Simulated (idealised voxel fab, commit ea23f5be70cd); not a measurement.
Process module in this document: voxel wiring stack
In the cross-section labelled cut, the width is 190 nm and each square cell is 5 nm.
Square cells in a grid make up a cross-section in this document, and the grid is given as bands, listed from the top down, each one or more rows of cells. Band entry format. Leading values: height of top, height of bottom, nm. Remainder: materials in left-to-right order, each with its width in nm. Special words: "everywhere" on a single material, which then fills the band edge to edge; "air", empty space. Beneath 0, the wafer as received is one material, and that level is where height counting begins. The lowest band goes on downward without a bottom; it is written like "0 -> down". A width such as "30..40" changes by the same amount from each row of cells to the next, from the band's top row to its bottom row. "no modifications", as given for a step, is the statement that not any cell of the cross-section underwent a change during that step. "Internal closed voids" specifies each empty space that is not open to the top and that occupies no fewer than 8 cells, using the form width x height at distance, the distance measured from the left edge and all three quantities in nm. The remark found on a step's line after its settings is issued by the simulator itself and pertains to that step. The optional step-line setting "overlay nm" applies to steps with a mask and quantifies how far to the right of its planned location the mask lay, a negative value indicating leftward placement.
## Process steps - plan
1: op RECEIVE | material Si
2: op CONFORMAL_DEP | material SiO2 | thk nm 10
3: op DIRECTIONAL_DEP | material TiN | thk nm 5
4: op DIRECTIONAL_DEP | material Ru | thk nm 20
5: op PATTERN | tone cover | mask id METAL_1 | material resist | width nm 20 | pitch nm 45 | thk nm 20 | overlay nm 0
6: op DIRECTIONAL_ETCH | etch materials Ru | depth nm 20
7: op DIRECTIONAL_ETCH | etch materials TiN | depth nm 5
8: op STRIP | etch materials resist
9: op CONFORMAL_DEP | material SiN | thk nm 5
10: op FILL_DEP | material SiO2 | thk nm 5
11: op CMP | height nm 35
12: op CONFORMAL_DEP | material SiCN | thk nm 5
13: op DIRECTIONAL_DEP | material lowk | thk nm 35
14: op DIRECTIONAL_DEP | material aC | thk nm 10
15: op PATTERN | tone open | mask id METAL_2 | material resist | width nm 20 | pitch nm 45 | thk nm 25 | overlay nm 0
16: op DIRECTIONAL_ETCH | etch materials aC | depth nm 10
17: op STRIP | etch materials resist
18: op DIRECTIONAL_ETCH | etch materials lowk | depth nm 20
19: op STRIP | etch materials aC
20: op MASKED_ETCH | tone open | mask id METAL_2_HOLES | width nm 15 | pitch nm 45 | etch materials lowk | depth nm 15 | overlay nm 0
21: op MASKED_ETCH | tone open | mask id METAL_2_HOLES | width nm 15 | pitch nm 45 | etch materials SiCN | depth nm 5 | overlay nm 0
22: op CONFORMAL_DEP | material TiN | thk nm 5
23: op FILL_DEP | material Cu | thk nm 5
24: op CMP | height nm 75
25: op CONFORMAL_DEP | material SiN | thk nm 5
## First wafer, two in total, run as planned
## So this is the incoming wafer in cross-section - it's already been through step 1
    0 -> down: Si everywhere
    Internal closed voids: none
## How the wafer stands in section after step 2
    10 -> 0: SiO2 everywhere
    Everything below 0 is unchanged.
## How the wafer stands in section after step 3
    15 -> 10: TiN everywhere
    Everything below 10 is unchanged.
## How the wafer stands in section after step 4
    35 -> 15: Ru everywhere
    Everything below 15 is unchanged.
## How the wafer stands in section after step 5
    55 -> 35: 60 nm air  20 nm resist  25 nm air  20 nm resist  65 nm air
    Everything below 35 is unchanged.
## How the wafer stands in section after step 6
    55 -> 35: 60 nm air  20 nm resist  25 nm air  20 nm resist  65 nm air
    35 -> 15: 60 nm air  20 nm Ru  25 nm air  20 nm Ru  65 nm air
    Everything below 15 is unchanged.
## How the wafer stands in section after step 7
    55 -> 35: 60 nm air  20 nm resist  25 nm air  20 nm resist  65 nm air
    35 -> 15: 60 nm air  20 nm Ru  25 nm air  20 nm Ru  65 nm air
    15 -> 10: 60 nm air  20 nm TiN  25 nm air  20 nm TiN  65 nm air
    Everything below 10 is unchanged.
## How the wafer stands in section after step 8
    35 -> 15: 60 nm air  20 nm Ru  25 nm air  20 nm Ru  65 nm air
    Everything below 15 is unchanged.
## How the wafer stands in section after step 9
    40 -> 35: 55 nm air  30 nm SiN  15 nm air  30 nm SiN  60 nm air
    35 -> 15: 55 nm air  5 nm SiN  20 nm Ru  5 nm SiN  15 nm air  5 nm SiN  20 nm Ru  5 nm SiN  60 nm air
    15 -> 10: 60 nm SiN  20 nm TiN  25 nm SiN  20 nm TiN  65 nm SiN
    Everything below 10 is unchanged.
## How the wafer stands in section after step 10
    45 -> 40: SiO2 everywhere
    40 -> 35: 55 nm SiO2  30 nm SiN  15 nm SiO2  30 nm SiN  60 nm SiO2
    35 -> 15: 55 nm SiO2  5 nm SiN  20 nm Ru  5 nm SiN  15 nm SiO2  5 nm SiN  20 nm Ru  5 nm SiN  60 nm SiO2
    Everything below 15 is unchanged.
## How the wafer stands in section after step 11
    35 -> 15: 55 nm SiO2  5 nm SiN  20 nm Ru  5 nm SiN  15 nm SiO2  5 nm SiN  20 nm Ru  5 nm SiN  60 nm SiO2
    Everything below 15 is unchanged.
## How the wafer stands in section after step 12
    40 -> 35: SiCN everywhere
    Everything below 35 is unchanged.
## How the wafer stands in section after step 13
    75 -> 40: lowk everywhere
    Everything below 40 is unchanged.
## How the wafer stands in section after step 14
    85 -> 75: aC everywhere
    Everything below 75 is unchanged.
## How the wafer stands in section after step 15
    110 -> 85: 60 nm resist  20 nm air  25 nm resist  20 nm air  65 nm resist
    Everything below 85 is unchanged.
## How the wafer stands in section after step 16
    100 -> 85: 60 nm resist  20 nm air  25 nm resist  20 nm air  65 nm resist
    85 -> 75: 60 nm aC  20 nm air  25 nm aC  20 nm air  65 nm aC
    Everything below 75 is unchanged.
## How the wafer stands in section after step 17
    85 -> 75: 60 nm aC  20 nm air  25 nm aC  20 nm air  65 nm aC
    Everything below 75 is unchanged.
## How the wafer stands in section after step 18
    85 -> 75: 60 nm aC  20 nm air  25 nm aC  20 nm air  65 nm aC
    75 -> 55: 60 nm lowk  20 nm air  25 nm lowk  20 nm air  65 nm lowk
    Everything below 55 is unchanged.
## How the wafer stands in section after step 19
    75 -> 55: 60 nm lowk  20 nm air  25 nm lowk  20 nm air  65 nm lowk
    Everything below 55 is unchanged.
## How the wafer stands in section after step 20
    75 -> 55: 60 nm lowk  20 nm air  25 nm lowk  20 nm air  65 nm lowk
    55 -> 40: 60 nm lowk  15 nm air  30 nm lowk  15 nm air  70 nm lowk
    Everything below 40 is unchanged.
## How the wafer stands in section after step 21
    75 -> 55: 60 nm lowk  20 nm air  25 nm lowk  20 nm air  65 nm lowk
    55 -> 40: 60 nm lowk  15 nm air  30 nm lowk  15 nm air  70 nm lowk
    40 -> 35: 60 nm SiCN  15 nm air  30 nm SiCN  15 nm air  70 nm SiCN
    Everything below 35 is unchanged.
## How the wafer stands in section after step 22
    80 -> 75: 65 nm TiN  10 nm air  35 nm TiN  10 nm air  70 nm TiN
    75 -> 60: 60 nm lowk  5 nm TiN  10 nm air  5 nm TiN  25 nm lowk  5 nm TiN  10 nm air  5 nm TiN  65 nm lowk
    60 -> 55: 60 nm lowk  5 nm TiN  5 nm air  10 nm TiN  25 nm lowk  5 nm TiN  5 nm air  10 nm TiN  65 nm lowk
    55 -> 40: 60 nm lowk  5 nm TiN  5 nm air  5 nm TiN  30 nm lowk  5 nm TiN  5 nm air  5 nm TiN  70 nm lowk
    40 -> 35: 60 nm SiCN  15 nm TiN  30 nm SiCN  15 nm TiN  70 nm SiCN
    Everything below 35 is unchanged.
## How the wafer stands in section after step 23
    85 -> 80: Cu everywhere
    80 -> 75: 65 nm TiN  10 nm Cu  35 nm TiN  10 nm Cu  70 nm TiN
    75 -> 60: 60 nm lowk  5 nm TiN  10 nm Cu  5 nm TiN  25 nm lowk  5 nm TiN  10 nm Cu  5 nm TiN  65 nm lowk
    60 -> 55: 60 nm lowk  5 nm TiN  5 nm Cu  10 nm TiN  25 nm lowk  5 nm TiN  5 nm Cu  10 nm TiN  65 nm lowk
    55 -> 40: 60 nm lowk  5 nm TiN  5 nm Cu  5 nm TiN  30 nm lowk  5 nm TiN  5 nm Cu  5 nm TiN  70 nm lowk
    Everything below 40 is unchanged.
## How the wafer stands in section after step 24
    75 -> 60: 60 nm lowk  5 nm TiN  10 nm Cu  5 nm TiN  25 nm lowk  5 nm TiN  10 nm Cu  5 nm TiN  65 nm lowk
    Everything below 60 is unchanged.
## How the wafer stands in section after step 25
    80 -> 75: SiN everywhere
    Everything below 75 is unchanged.
## The second wafer began exactly as the first did and followed the same plan, but one mistake was made while running it; through step 4 inclusive, the two wafers are identical
## Cross-section of the second wafer when, according to plan, step 5 should have finished
    55 -> 35: 65 nm air  15 nm resist  30 nm air  15 nm resist  65 nm air
    Everything below 35 is unchanged.
## Cross-section of the second wafer when, according to plan, step 6 should have finished
    55 -> 35: 65 nm air  15 nm resist  30 nm air  15 nm resist  65 nm air
    35 -> 15: 65 nm air  15 nm Ru  30 nm air  15 nm Ru  65 nm air
    Everything below 15 is unchanged.
## Cross-section of the second wafer when, according to plan, step 7 should have finished
    55 -> 35: 65 nm air  15 nm resist  30 nm air  15 nm resist  65 nm air
    35 -> 15: 65 nm air  15 nm Ru  30 nm air  15 nm Ru  65 nm air
    15 -> 10: 65 nm air  15 nm TiN  30 nm air  15 nm TiN  65 nm air
    Everything below 10 is unchanged.
## Cross-section of the second wafer when, according to plan, step 8 should have finished
    35 -> 15: 65 nm air  15 nm Ru  30 nm air  15 nm Ru  65 nm air
    Everything below 15 is unchanged.
## Cross-section of the second wafer when, according to plan, step 9 should have finished
    40 -> 35: 60 nm air  25 nm SiN  20 nm air  25 nm SiN  60 nm air
    35 -> 15: 60 nm air  5 nm SiN  15 nm Ru  5 nm SiN  20 nm air  5 nm SiN  15 nm Ru  5 nm SiN  60 nm air
    15 -> 10: 65 nm SiN  15 nm TiN  30 nm SiN  15 nm TiN  65 nm SiN
    Everything below 10 is unchanged.
## Cross-section of the second wafer when, according to plan, step 10 should have finished
    45 -> 40: SiO2 everywhere
    40 -> 35: 60 nm SiO2  25 nm SiN  20 nm SiO2  25 nm SiN  60 nm SiO2
    35 -> 15: 60 nm SiO2  5 nm SiN  15 nm Ru  5 nm SiN  20 nm SiO2  5 nm SiN  15 nm Ru  5 nm SiN  60 nm SiO2
    Everything below 15 is unchanged.
## Cross-section of the second wafer when, according to plan, step 11 should have finished
    35 -> 15: 60 nm SiO2  5 nm SiN  15 nm Ru  5 nm SiN  20 nm SiO2  5 nm SiN  15 nm Ru  5 nm SiN  60 nm SiO2
    Everything below 15 is unchanged.
## Cross-section of the second wafer when, according to plan, step 12 should have finished
    40 -> 35: SiCN everywhere
    Everything below 35 is unchanged.
## Cross-section of the second wafer when, according to plan, step 13 should have finished
    75 -> 40: lowk everywhere
    Everything below 40 is unchanged.
## Cross-section of the second wafer when, according to plan, step 14 should have finished
    85 -> 75: aC everywhere
    Everything below 75 is unchanged.
## Cross-section of the second wafer when, according to plan, step 15 should have finished
    110 -> 85: 60 nm resist  20 nm air  25 nm resist  20 nm air  65 nm resist
    Everything below 85 is unchanged.
## Cross-section of the second wafer when, according to plan, step 16 should have finished
    100 -> 85: 60 nm resist  20 nm air  25 nm resist  20 nm air  65 nm resist
    85 -> 75: 60 nm aC  20 nm air  25 nm aC  20 nm air  65 nm aC
    Everything below 75 is unchanged.
## Cross-section of the second wafer when, according to plan, step 17 should have finished
    85 -> 75: 60 nm aC  20 nm air  25 nm aC  20 nm air  65 nm aC
    Everything below 75 is unchanged.
## Cross-section of the second wafer when, according to plan, step 18 should have finished
    85 -> 75: 60 nm aC  20 nm air  25 nm aC  20 nm air  65 nm aC
    75 -> 55: 60 nm lowk  20 nm air  25 nm lowk  20 nm air  65 nm lowk
    Everything below 55 is unchanged.
## Cross-section of the second wafer when, according to plan, step 19 should have finished
    75 -> 55: 60 nm lowk  20 nm air  25 nm lowk  20 nm air  65 nm lowk
    Everything below 55 is unchanged.
## Cross-section of the second wafer when, according to plan, step 20 should have finished
    75 -> 55: 60 nm lowk  20 nm air  25 nm lowk  20 nm air  65 nm lowk
    55 -> 40: 60 nm lowk  15 nm air  30 nm lowk  15 nm air  70 nm lowk
    Everything below 40 is unchanged.
## Cross-section of the second wafer when, according to plan, step 21 should have finished
    75 -> 55: 60 nm lowk  20 nm air  25 nm lowk  20 nm air  65 nm lowk
    55 -> 40: 60 nm lowk  15 nm air  30 nm lowk  15 nm air  70 nm lowk
    40 -> 35: 60 nm SiCN  15 nm air  30 nm SiCN  15 nm air  70 nm SiCN
    Everything below 35 is unchanged.
## Cross-section of the second wafer when, according to plan, step 22 should have finished
    80 -> 75: 65 nm TiN  10 nm air  35 nm TiN  10 nm air  70 nm TiN
    75 -> 60: 60 nm lowk  5 nm TiN  10 nm air  5 nm TiN  25 nm lowk  5 nm TiN  10 nm air  5 nm TiN  65 nm lowk
    60 -> 55: 60 nm lowk  5 nm TiN  5 nm air  10 nm TiN  25 nm lowk  5 nm TiN  5 nm air  10 nm TiN  65 nm lowk
    55 -> 40: 60 nm lowk  5 nm TiN  5 nm air  5 nm TiN  30 nm lowk  5 nm TiN  5 nm air  5 nm TiN  70 nm lowk
    40 -> 35: 60 nm SiCN  15 nm TiN  30 nm SiCN  15 nm TiN  70 nm SiCN
    Everything below 35 is unchanged.
## Cross-section of the second wafer when, according to plan, step 23 should have finished
    85 -> 80: Cu everywhere
    80 -> 75: 65 nm TiN  10 nm Cu  35 nm TiN  10 nm Cu  70 nm TiN
    75 -> 60: 60 nm lowk  5 nm TiN  10 nm Cu  5 nm TiN  25 nm lowk  5 nm TiN  10 nm Cu  5 nm TiN  65 nm lowk
    60 -> 55: 60 nm lowk  5 nm TiN  5 nm Cu  10 nm TiN  25 nm lowk  5 nm TiN  5 nm Cu  10 nm TiN  65 nm lowk
    55 -> 40: 60 nm lowk  5 nm TiN  5 nm Cu  5 nm TiN  30 nm lowk  5 nm TiN  5 nm Cu  5 nm TiN  70 nm lowk
    Everything below 40 is unchanged.
## Cross-section of the second wafer when, according to plan, step 24 should have finished
    75 -> 60: 60 nm lowk  5 nm TiN  10 nm Cu  5 nm TiN  25 nm lowk  5 nm TiN  10 nm Cu  5 nm TiN  65 nm lowk
    Everything below 60 is unchanged.
## Cross-section of the second wafer when, according to plan, step 25 should have finished
    80 -> 75: SiN everywhere
    Everything below 75 is unchanged.
Nonconformance to the process plan: not per plan at step 5, really ran op PATTERN | tone cover | mask id METAL_1 | material resist | width nm 15 | pitch nm 45 | thk nm 20 | overlay nm 0
Wrapping up, a cell-based count of both wafers puts the second over or under the first for these materials: -8 Ru; +2 SiN; +8 SiO2; -2 TiN
